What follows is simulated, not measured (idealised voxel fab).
The following is a process module called voxel ribs on slabs.
The figure presents cross-section cut, which has a width of 250 nm and is divided into square cells with an edge length of 5 nm.
Just so we're on the same page, the cross-sections are grids of square cells, and they're listed out in bands top to bottom, each band one or more rows deep.
Heights first: top, then bottom, in nm. Then materials, left to right, each with a width in nm. "edge to edge" on a single material: fills the band edge to edge. "blank": empty space.
Height 0 is the level under which the wafer as received is all one material. The lowest band goes on downwards, as in "top 0, no bottom".
Width spec "30..40" -> top row of cells at first value, bottom row at second value, equal per-row change in between.
A step reported as "no change occurred" is a step in which no cell of the cross-section changed.
"Closed void roster" means: voids of 8 cells or more that are shut off from the top with no open way through. Written width x height at distance, distance from the left edge, in nm.
Note: text after step settings on the step line = simulator remark on that step.
overlay nm: mask offset rightward from planned place, masked step; negative means leftward offset.
Reading key. Pairs: pre-step and post-step cross-section, one process step apart; post-step view only to lowest changed band. Step between + settings: beneath pair. Runs: pairs may be from different runs of this module, same starting wafer. Continuation from pair above: only where "Pre-step cross-section" entry says.
Pre-step cross-section:
top 0, no bottom | Si edge to edge
Closed void roster: none
Resulting Cross-Section:
top 20, bottom 0 | SiO2 edge to edge
Below 0, no change.
Closed void roster: none
Looking at the two cross-sections above, the step in the middle is DIRECTIONAL_DEP [material SiO2] [thk nm 20]
Pre-step cross-section: The initial state for this step is given by the after cross-section of the immediately preceding pair.
Resulting Cross-Section:
top 40, bottom 20 | SiN edge to edge
Below 20, no change.
Closed void roster: none
Looking at the two cross-sections above, the step in the middle is DIRECTIONAL_DEP [material SiN] [thk nm 20]
Pre-step cross-section: The initial state for this step is given by the after cross-section of the immediately preceding pair.
Resulting Cross-Section:
top 60, bottom 40 | 110 blank, then 25 resist, then 115 blank
Below 40, no change.
Closed void roster: none
Looking at the two cross-sections above, the step in the middle is PATTERN [tone cover] [mask id RIB] [material resist] [width nm 25] [thk nm 20] [overlay nm 0]
Pre-step cross-section: The initial state for this step is given by the after cross-section of the immediately preceding pair.
Resulting Cross-Section:
top 60, bottom 40 | 110 blank, then 25 resist, then 115 blank
top 40, bottom 30 | 110 blank, then 25 SiN, then 115 blank
Below 30, no change.
Closed void roster: none
Looking at the two cross-sections above, the step in the middle is DIRECTIONAL_ETCH [etch materials SiN] [depth nm 10]
Pre-step cross-section: The initial state for this step is given by the after cross-section of the immediately preceding pair.
Resulting Cross-Section:
top 40, bottom 30 | 110 blank, then 25 SiN, then 115 blank
Below 30, no change.
Closed void roster: none
Looking at the two cross-sections above, the step in the middle is STRIP [etch materials resist]
Pre-step cross-section: The initial state for this step is given by the after cross-section of the immediately preceding pair.
Resulting Cross-Section:
top 55, bottom 40 | 95 blank, then 55 resist, then 100 blank
top 40, bottom 30 | 95 blank, then 15 resist, then 25 SiN, then 15 resist, then 100 blank
Below 30, no change.
Closed void roster: none
Looking at the two cross-sections above, the step in the middle is PATTERN [tone cover] [mask id SLAB] [material resist] [width nm 55] [thk nm 15] [overlay nm 0]
Pre-step cross-section: The initial state for this step is given by the after cross-section of the immediately preceding pair.
Resulting Cross-Section:
top 55, bottom 40 | 95 blank, then 55 resist, then 100 blank
top 40, bottom 30 | 95 blank, then 15 resist, then 25 SiN, then 15 resist, then 100 blank
top 30, bottom 20 | 95 blank, then 55 SiN, then 100 blank
Below 20, no change.
Closed void roster: none
Looking at the two cross-sections above, the step in the middle is DIRECTIONAL_ETCH [etch materials SiN] [depth nm 10]
Pre-step cross-section: The initial state for this step is given by the after cross-section of the immediately preceding pair.
Resulting Cross-Section:
top 40, bottom 30 | 110 blank, then 25 SiN, then 115 blank
Below 30, no change.
Closed void roster: none
Looking at the two cross-sections above, the step in the middle is STRIP [etch materials resist]
Pre-step cross-section: The initial state for this step is given by the after cross-section of the immediately preceding pair.
Resulting Cross-Section:
top 55, bottom 40 | SiO2 edge to edge
top 40, bottom 30 | 110 SiO2, then 25 SiN, then 115 SiO2
top 30, bottom 20 | 95 SiO2, then 55 SiN, then 100 SiO2
Below 20, no change.
Closed void roster: none
Looking at the two cross-sections above, the step in the middle is FILL_DEP [material SiO2] [thk nm 15]
Pre-step cross-section: The initial state for this step is given by the after cross-section of the immediately preceding pair.
Resulting Cross-Section:
top 50, bottom 40 | SiO2 edge to edge
Below 40, no change.
Closed void roster: none
Looking at the two cross-sections above, the step in the middle is CMP [height nm 50]
Pre-step cross-section: The initial state for this step is given by the after cross-section of the immediately preceding pair.
Resulting Cross-Section:
top 60, bottom 50 | TiN edge to edge
Below 50, no change.
Closed void roster: none
Looking at the two cross-sections above, the step in the middle is DIRECTIONAL_DEP [material TiN] [thk nm 10]
Pre-step cross-section: The initial state for this step is given by the after cross-section of the immediately preceding pair.
Resulting Cross-Section:
top 60, bottom 50 | 105 blank, then 35 TiN, then 110 blank
Below 50, no change.
Closed void roster: none
Looking at the two cross-sections above, the step in the middle is MASKED_ETCH [tone cover] [mask id HEATER] [width nm 35] [etch materials TiN] [depth nm 10] [overlay nm 0]
Pre-step cross-section: The initial state for this step is given by the after cross-section of the immediately preceding pair.
Resulting Cross-Section:
top 70, bottom 60 | 95 blank, then 55 SiN, then 100 blank
top 60, bottom 50 | 105 SiN, then 35 TiN, then 110 SiN
Below 50, no change.
Closed void roster: none
Looking at the two cross-sections above, the step in the middle is CONFORMAL_DEP [material SiN] [thk nm 10]
Pre-step cross-section:
top 20, bottom 0 | SiO2 edge to edge
top 0, no bottom | Si edge to edge
Closed void roster: none
Resulting Cross-Section:
top 40, bottom 0 | SiO2 edge to edge
Below 0, no change.
Closed void roster: none
Looking at the two cross-sections above, the step in the middle is DIRECTIONAL_DEP [material SiO2] [thk nm 20]
Pre-step cross-section: The initial state for this step is given by the after cross-section of the immediately preceding pair.
Resulting Cross-Section:
top 60, bottom 40 | SiN edge to edge
Below 40, no change.
Closed void roster: none
Looking at the two cross-sections above, the step in the middle is DIRECTIONAL_DEP [material SiN] [thk nm 20]
Pre-step cross-section: The initial state for this step is given by the after cross-section of the immediately preceding pair.
Resulting Cross-Section:
top 80, bottom 60 | 110 blank, then 25 resist, then 115 blank
Below 60, no change.
Closed void roster: none
Looking at the two cross-sections above, the step in the middle is PATTERN [tone cover] [mask id RIB] [material resist] [width nm 25] [thk nm 20] [overlay nm 0]
Pre-step cross-section: The initial state for this step is given by the after cross-section of the immediately preceding pair.
Resulting Cross-Section:
top 80, bottom 60 | 110 blank, then 25 resist, then 115 blank
top 60, bottom 50 | 110 blank, then 25 SiN, then 115 blank
Below 50, no change.
Closed void roster: none
Looking at the two cross-sections above, the step in the middle is DIRECTIONAL_ETCH [etch materials SiN] [depth nm 10]
Pre-step cross-section: The initial state for this step is given by the after cross-section of the immediately preceding pair.
Resulting Cross-Section:
top 60, bottom 50 | 110 blank, then 25 SiN, then 115 blank
Below 50, no change.
Closed void roster: none
Looking at the two cross-sections above, the step in the middle is STRIP [etch materials resist]
Pre-step cross-section: The initial state for this step is given by the after cross-section of the immediately preceding pair.
Resulting Cross-Section:
top 75, bottom 60 | 95 blank, then 55 resist, then 100 blank
top 60, bottom 50 | 95 blank, then 15 resist, then 25 SiN, then 15 resist, then 100 blank
Below 50, no change.
Closed void roster: none
Looking at the two cross-sections above, the step in the middle is PATTERN [tone cover] [mask id SLAB] [material resist] [width nm 55] [thk nm 15] [overlay nm 0]
Pre-step cross-section: The initial state for this step is given by the after cross-section of the immediately preceding pair.
Resulting Cross-Section:
top 75, bottom 60 | 95 blank, then 55 resist, then 100 blank
top 60, bottom 50 | 95 blank, then 15 resist, then 25 SiN, then 15 resist, then 100 blank
top 50, bottom 40 | 95 blank, then 55 SiN, then 100 blank
Below 40, no change.
Closed void roster: none
Looking at the two cross-sections above, the step in the middle is DIRECTIONAL_ETCH [etch materials SiN] [depth nm 10]
Pre-step cross-section: The initial state for this step is given by the after cross-section of the immediately preceding pair.
Resulting Cross-Section:
top 60, bottom 50 | 110 blank, then 25 SiN, then 115 blank
Below 50, no change.
Closed void roster: none
Looking at the two cross-sections above, the step in the middle is STRIP [etch materials resist]
Pre-step cross-section: The initial state for this step is given by the after cross-section of the immediately preceding pair.
Resulting Cross-Section:
top 75, bottom 60 | SiO2 edge to edge
top 60, bottom 50 | 110 SiO2, then 25 SiN, then 115 SiO2
top 50, bottom 40 | 95 SiO2, then 55 SiN, then 100 SiO2
Below 40, no change.
Closed void roster: none
Looking at the two cross-sections above, the step in the middle is FILL_DEP [material SiO2] [thk nm 15]
Pre-step cross-section: The initial state for this step is given by the after cross-section of the immediately preceding pair.
Resulting Cross-Section:
top 50, bottom 40 | 95 SiO2, then 55 SiN, then 100 SiO2
Below 40, no change.
Closed void roster: none
Looking at the two cross-sections above, the step in the middle is CMP [height nm 50]
Pre-step cross-section: The initial state for this step is given by the after cross-section of the immediately preceding pair.
Resulting Cross-Section:
top 60, bottom 50 | TiN edge to edge
Below 50, no change.
Closed void roster: none
Looking at the two cross-sections above, the step in the middle is DIRECTIONAL_DEP [material TiN] [thk nm 10]
Pre-step cross-section: The initial state for this step is given by the after cross-section of the immediately preceding pair.
Resulting Cross-Section:
top 60, bottom 50 | 105 blank, then 35 TiN, then 110 blank
Below 50, no change.
Closed void roster: none
Looking at the two cross-sections above, the step in the middle is MASKED_ETCH [tone cover] [mask id HEATER] [width nm 35] [etch materials TiN] [depth nm 10] [overlay nm 0]
Pre-step cross-section: The initial state for this step is given by the after cross-section of the immediately preceding pair.
Resulting Cross-Section:
top 70, bottom 60 | 95 blank, then 55 SiN, then 100 blank
top 60, bottom 50 | 105 SiN, then 35 TiN, then 110 SiN
Below 50, no change.
Closed void roster: none
Looking at the two cross-sections above, the step in the middle is CONFORMAL_DEP [material SiN] [thk nm 10]
Pre-step cross-section:
top 0, no bottom | Si edge to edge
Closed void roster: none
Resulting Cross-Section:
top 20, bottom 0 | SiN edge to edge
Below 0, no change.
Closed void roster: none
Looking at the two cross-sections above, the step in the middle is DIRECTIONAL_DEP [material SiN] [thk nm 20]
Pre-step cross-section: The initial state for this step is given by the after cross-section of the immediately preceding pair.
Resulting Cross-Section:
top 40, bottom 20 | SiO2 edge to edge
Below 20, no change.
Closed void roster: none
Looking at the two cross-sections above, the step in the middle is DIRECTIONAL_DEP [material SiO2] [thk nm 20]
Pre-step cross-section: The initial state for this step is given by the after cross-section of the immediately preceding pair.
Resulting Cross-Section:
top 60, bottom 40 | 110 blank, then 25 resist, then 115 blank
Below 40, no change.
Closed void roster: none
Looking at the two cross-sections above, the step in the middle is PATTERN [tone cover] [mask id RIB] [material resist] [width nm 25] [thk nm 20] [overlay nm 0]
Pre-step cross-section: The initial state for this step is given by the after cross-section of the immediately preceding pair.
Resulting Cross-Section:
top 40, bottom 20 | SiO2 edge to edge
Below 20, no change.
Closed void roster: none
Looking at the two cross-sections above, the step in the middle is STRIP [etch materials resist]
Pre-step cross-section: The initial state for this step is given by the after cross-section of the immediately preceding pair.
Resulting Cross-Section:
top 55, bottom 40 | 95 blank, then 55 resist, then 100 blank
Below 40, no change.
Closed void roster: none
Looking at the two cross-sections above, the step in the middle is PATTERN [tone cover] [mask id SLAB] [material resist] [width nm 55] [thk nm 15] [overlay nm 0]
Pre-step cross-section: The initial state for this step is given by the after cross-section of the immediately preceding pair.
Resulting Cross-Section:
top 40, bottom 20 | SiO2 edge to edge
Below 20, no change.
Closed void roster: none
Looking at the two cross-sections above, the step in the middle is STRIP [etch materials resist]
Pre-step cross-section: The initial state for this step is given by the after cross-section of the immediately preceding pair.
Resulting Cross-Section:
top 55, bottom 20 | SiO2 edge to edge
Below 20, no change.
Closed void roster: none
Looking at the two cross-sections above, the step in the middle is FILL_DEP [material SiO2] [thk nm 15]
Pre-step cross-section: The initial state for this step is given by the after cross-section of the immediately preceding pair.
Resulting Cross-Section:
top 50, bottom 20 | SiO2 edge to edge
Below 20, no change.
Closed void roster: none
Looking at the two cross-sections above, the step in the middle is CMP [height nm 50]
Pre-step cross-section: The initial state for this step is given by the after cross-section of the immediately preceding pair.
Resulting Cross-Section:
top 60, bottom 50 | TiN edge to edge
Below 50, no change.
Closed void roster: none
Looking at the two cross-sections above, the step in the middle is DIRECTIONAL_DEP [material TiN] [thk nm 10]
Pre-step cross-section: The initial state for this step is given by the after cross-section of the immediately preceding pair.
Resulting Cross-Section:
top 60, bottom 50 | 105 blank, then 35 TiN, then 110 blank
Below 50, no change.
Closed void roster: none
Looking at the two cross-sections above, the step in the middle is MASKED_ETCH [tone cover] [mask id HEATER] [width nm 35] [etch materials TiN] [depth nm 10] [overlay nm 0]
Pre-step cross-section: The initial state for this step is given by the after cross-section of the immediately preceding pair.
Resulting Cross-Section:
top 70, bottom 60 | 95 blank, then 55 SiN, then 100 blank
top 60, bottom 50 | 105 SiN, then 35 TiN, then 110 SiN
Below 50, no change.
Closed void roster: none
Looking at the two cross-sections above, the step in the middle is CONFORMAL_DEP [material SiN] [thk nm 10]
Pre-step cross-section:
top 60, bottom 50 | 105 blank, then 35 TiN, then 110 blank
top 50, bottom 40 | SiO2 edge to edge
top 40, bottom 30 | 110 SiO2, then 25 SiN, then 115 SiO2
top 30, bottom 20 | 95 SiO2, then 55 SiN, then 100 SiO2
top 20, bottom 0 | SiO2 edge to edge
top 0, no bottom | Si edge to edge
Closed void roster: none
Resulting Cross-Section:
top 75, bottom 65 | 90 blank, then 65 SiN, then 95 blank
top 65, bottom 60 | SiN edge to edge
top 60, bottom 50 | 105 SiN, then 35 TiN, then 110 SiN
Below 50, no change.
Closed void roster: none
Looking at the two cross-sections above, the step in the middle is CONFORMAL_DEP [material SiN] [thk nm 15]
Pre-step cross-section:
top 60, bottom 50 | TiN edge to edge
top 50, bottom 40 | SiO2 edge to edge
top 40, bottom 30 | 110 SiO2, then 25 SiN, then 115 SiO2
top 30, bottom 20 | 95 SiO2, then 55 SiN, then 100 SiO2
top 20, bottom 0 | SiO2 edge to edge
top 0, no bottom | Si edge to edge
Closed void roster: none
Resulting Cross-Section:
top 60, bottom 50 | 110 blank, then 25 TiN, then 115 blank
Below 50, no change.
Closed void roster: none
Looking at the two cross-sections above, the step in the middle is MASKED_ETCH [tone cover] [mask id HEATER] [width nm 25] [etch materials TiN] [depth nm 10] [overlay nm 0]
Pre-step cross-section: The initial state for this step is given by the after cross-section of the immediately preceding pair.
Resulting Cross-Section:
top 70, bottom 60 | 100 blank, then 45 SiN, then 105 blank
top 60, bottom 50 | 110 SiN, then 25 TiN, then 115 SiN
Below 50, no change.
Closed void roster: none
Looking at the two cross-sections above, the step in the middle is CONFORMAL_DEP [material SiN] [thk nm 10]
Pre-step cross-section:
top 40, bottom 30 | 110 blank, then 25 SiN, then 115 blank
top 30, bottom 20 | SiN edge to edge
top 20, bottom 0 | SiO2 edge to edge
top 0, no bottom | Si edge to edge
Closed void roster: none
Resulting Cross-Section:
top 55, bottom 40 | 90 blank, then 55 resist, then 105 blank
top 40, bottom 30 | 90 blank, then 20 resist, then 25 SiN, then 10 resist, then 105 blank
Below 30, no change.
Closed void roster: none
Looking at the two cross-sections above, the step in the middle is PATTERN [tone cover] [mask id SLAB] [material resist] [width nm 55] [thk nm 15] [overlay nm -5]
Pre-step cross-section: The initial state for this step is given by the after cross-section of the immediately preceding pair.
Resulting Cross-Section:
top 55, bottom 40 | 90 blank, then 55 resist, then 105 blank
top 40, bottom 30 | 90 blank, then 20 resist, then 25 SiN, then 10 resist, then 105 blank
top 30, bottom 20 | 90 blank, then 55 SiN, then 105 blank
Below 20, no change.
Closed void roster: none
Looking at the two cross-sections above, the step in the middle is DIRECTIONAL_ETCH [etch materials SiN] [depth nm 10]
Pre-step cross-section: The initial state for this step is given by the after cross-section of the immediately preceding pair.
Resulting Cross-Section:
top 40, bottom 30 | 110 blank, then 25 SiN, then 115 blank
Below 30, no change.
Closed void roster: none
Looking at the two cross-sections above, the step in the middle is STRIP [etch materials resist]
Pre-step cross-section: The initial state for this step is given by the after cross-section of the immediately preceding pair.
Resulting Cross-Section:
top 55, bottom 40 | SiO2 edge to edge
top 40, bottom 30 | 110 SiO2, then 25 SiN, then 115 SiO2
top 30, bottom 20 | 90 SiO2, then 55 SiN, then 105 SiO2
Below 20, no change.
Closed void roster: none
Looking at the two cross-sections above, the step in the middle is FILL_DEP [material SiO2] [thk nm 15]
Pre-step cross-section: The initial state for this step is given by the after cross-section of the immediately preceding pair.
Resulting Cross-Section:
top 50, bottom 40 | SiO2 edge to edge
Below 40, no change.
Closed void roster: none
Looking at the two cross-sections above, the step in the middle is CMP [height nm 50]
Pre-step cross-section: The initial state for this step is given by the after cross-section of the immediately preceding pair.
Resulting Cross-Section:
top 60, bottom 50 | TiN edge to edge
Below 50, no change.
Closed void roster: none
Looking at the two cross-sections above, the step in the middle is DIRECTIONAL_DEP [material TiN] [thk nm 10]
Pre-step cross-section: The initial state for this step is given by the after cross-section of the immediately preceding pair.
Resulting Cross-Section:
top 60, bottom 50 | 105 blank, then 35 TiN, then 110 blank
Below 50, no change.
Closed void roster: none
Looking at the two cross-sections above, the step in the middle is MASKED_ETCH [tone cover] [mask id HEATER] [width nm 35] [etch materials TiN] [depth nm 10] [overlay nm 0]
Pre-step cross-section: The initial state for this step is given by the after cross-section of the immediately preceding pair.
Resulting Cross-Section:
top 70, bottom 60 | 95 blank, then 55 SiN, then 100 blank
top 60, bottom 50 | 105 SiN, then 35 TiN, then 110 SiN
Below 50, no change.
Closed void roster: none
Looking at the two cross-sections above, the step in the middle is CONFORMAL_DEP [material SiN] [thk nm 10]
Pre-step cross-section:
top 40, bottom 0 | SiO2 edge to edge
top 0, no bottom | Si edge to edge
Closed void roster: none
Resulting Cross-Section:
top 60, bottom 40 | 110 blank, then 25 resist, then 115 blank
Below 40, no change.
Closed void roster: none
Looking at the two cross-sections above, the step in the middle is PATTERN [tone cover] [mask id RIB] [material resist] [width nm 25] [thk nm 20] [overlay nm 0]
Pre-step cross-section: The initial state for this step is given by the after cross-section of the immediately preceding pair.
Resulting Cross-Section:
top 40, bottom 0 | SiO2 edge to edge
Below 0, no change.
Closed void roster: none
Looking at the two cross-sections above, the step in the middle is STRIP [etch materials resist]
Pre-step cross-section: The initial state for this step is given by the after cross-section of the immediately preceding pair.
Resulting Cross-Section:
top 55, bottom 40 | 95 blank, then 55 resist, then 100 blank
Below 40, no change.
Closed void roster: none
Looking at the two cross-sections above, the step in the middle is PATTERN [tone cover] [mask id SLAB] [material resist] [width nm 55] [thk nm 15] [overlay nm 0]
Pre-step cross-section: The initial state for this step is given by the after cross-section of the immediately preceding pair.
Resulting Cross-Section:
top 40, bottom 0 | SiO2 edge to edge
Below 0, no change.
Closed void roster: none
Looking at the two cross-sections above, the step in the middle is STRIP [etch materials resist]
Pre-step cross-section: The initial state for this step is given by the after cross-section of the immediately preceding pair.
Resulting Cross-Section:
top 55, bottom 0 | SiO2 edge to edge
Below 0, no change.
Closed void roster: none
Looking at the two cross-sections above, the step in the middle is FILL_DEP [material SiO2] [thk nm 15]
Pre-step cross-section: The initial state for this step is given by the after cross-section of the immediately preceding pair.
Resulting Cross-Section:
top 50, bottom 0 | SiO2 edge to edge
Below 0, no change.
Closed void roster: none
Looking at the two cross-sections above, the step in the middle is CMP [height nm 50]
Pre-step cross-section: The initial state for this step is given by the after cross-section of the immediately preceding pair.
Resulting Cross-Section:
top 60, bottom 50 | TiN edge to edge
Below 50, no change.
Closed void roster: none
Looking at the two cross-sections above, the step in the middle is DIRECTIONAL_DEP [material TiN] [thk nm 10]
Pre-step cross-section: The initial state for this step is given by the after cross-section of the immediately preceding pair.
Resulting Cross-Section:
top 60, bottom 50 | 105 blank, then 35 TiN, then 110 blank
Below 50, no change.
Closed void roster: none
Looking at the two cross-sections above, the step in the middle is MASKED_ETCH [tone cover] [mask id HEATER] [width nm 35] [etch materials TiN] [depth nm 10] [overlay nm 0]
Pre-step cross-section: The initial state for this step is given by the after cross-section of the immediately preceding pair.
Resulting Cross-Section:
top 70, bottom 60 | 95 blank, then 55 SiN, then 100 blank
top 60, bottom 50 | 105 SiN, then 35 TiN, then 110 SiN
Below 50, no change.
Closed void roster: none
Looking at the two cross-sections above, the step in the middle is CONFORMAL_DEP [material SiN] [thk nm 10]
Pre-step cross-section:
top 40, bottom 20 | SiN edge to edge
top 20, bottom 0 | SiO2 edge to edge
top 0, no bottom | Si edge to edge
Closed void roster: none
Resulting Cross-Section:
top 60, bottom 40 | 110 resist, then 25 blank, then 115 resist
Below 40, no change.
Closed void roster: none
Looking at the two cross-sections above, the step in the middle is PATTERN [tone open] [mask id RIB] [material resist] [width nm 25] [thk nm 20] [overlay nm 0]
Pre-step cross-section: The initial state for this step is given by the after cross-section of the immediately preceding pair.
Resulting Cross-Section:
top 60, bottom 40 | 110 resist, then 25 blank, then 115 resist
top 40, bottom 30 | 110 SiN, then 25 blank, then 115 SiN
Below 30, no change.
Closed void roster: none
Looking at the two cross-sections above, the step in the middle is DIRECTIONAL_ETCH [etch materials SiN] [depth nm 10]
Pre-step cross-section: The initial state for this step is given by the after cross-section of the immediately preceding pair.
Resulting Cross-Section:
top 40, bottom 30 | 110 SiN, then 25 blank, then 115 SiN
Below 30, no change.
Closed void roster: none
Looking at the two cross-sections above, the step in the middle is STRIP [etch materials resist]
Pre-step cross-section: The initial state for this step is given by the after cross-section of the immediately preceding pair.
Resulting Cross-Section:
top 55, bottom 40 | 95 blank, then 55 resist, then 100 blank
top 40, bottom 30 | 110 SiN, then 25 resist, then 115 SiN
Below 30, no change.
Closed void roster: none
Looking at the two cross-sections above, the step in the middle is PATTERN [tone cover] [mask id SLAB] [material resist] [width nm 55] [thk nm 15] [overlay nm 0]
Pre-step cross-section: The initial state for this step is given by the after cross-section of the immediately preceding pair.
Resulting Cross-Section:
top 55, bottom 40 | 95 blank, then 55 resist, then 100 blank
top 40, bottom 30 | 95 blank, then 15 SiN, then 25 resist, then 15 SiN, then 100 blank
Below 30, no change.
Closed void roster: none
Looking at the two cross-sections above, the step in the middle is DIRECTIONAL_ETCH [etch materials SiN] [depth nm 10]
Pre-step cross-section: The initial state for this step is given by the after cross-section of the immediately preceding pair.
Resulting Cross-Section:
top 40, bottom 30 | 95 blank, then 15 SiN, then 25 blank, then 15 SiN, then 100 blank
Below 30, no change.
Closed void roster: none
Looking at the two cross-sections above, the step in the middle is STRIP [etch materials resist]
Pre-step cross-section: The initial state for this step is given by the after cross-section of the immediately preceding pair.
Resulting Cross-Section:
top 55, bottom 40 | SiO2 edge to edge
top 40, bottom 30 | 95 SiO2, then 15 SiN, then 25 SiO2, then 15 SiN, then 100 SiO2
Below 30, no change.
Closed void roster: none
Looking at the two cross-sections above, the step in the middle is FILL_DEP [material SiO2] [thk nm 15]
Pre-step cross-section: The initial state for this step is given by the after cross-section of the immediately preceding pair.
Resulting Cross-Section:
top 50, bottom 40 | SiO2 edge to edge
Below 40, no change.
Closed void roster: none
Looking at the two cross-sections above, the step in the middle is CMP [height nm 50]
Pre-step cross-section: The initial state for this step is given by the after cross-section of the immediately preceding pair.
Resulting Cross-Section:
top 60, bottom 50 | TiN edge to edge
Below 50, no change.
Closed void roster: none
Looking at the two cross-sections above, the step in the middle is DIRECTIONAL_DEP [material TiN] [thk nm 10]
Pre-step cross-section: The initial state for this step is given by the after cross-section of the immediately preceding pair.
Resulting Cross-Section:
top 60, bottom 50 | 105 blank, then 35 TiN, then 110 blank
Below 50, no change.
Closed void roster: none
Looking at the two cross-sections above, the step in the middle is MASKED_ETCH [tone cover] [mask id HEATER] [width nm 35] [etch materials TiN] [depth nm 10] [overlay nm 0]
Pre-step cross-section: The initial state for this step is given by the after cross-section of the immediately preceding pair.
Resulting Cross-Section:
top 70, bottom 60 | 95 blank, then 55 SiN, then 100 blank
top 60, bottom 50 | 105 SiN, then 35 TiN, then 110 SiN
Below 50, no change.
Closed void roster: none
Looking at the two cross-sections above, the step in the middle is CONFORMAL_DEP [material SiN] [thk nm 10]
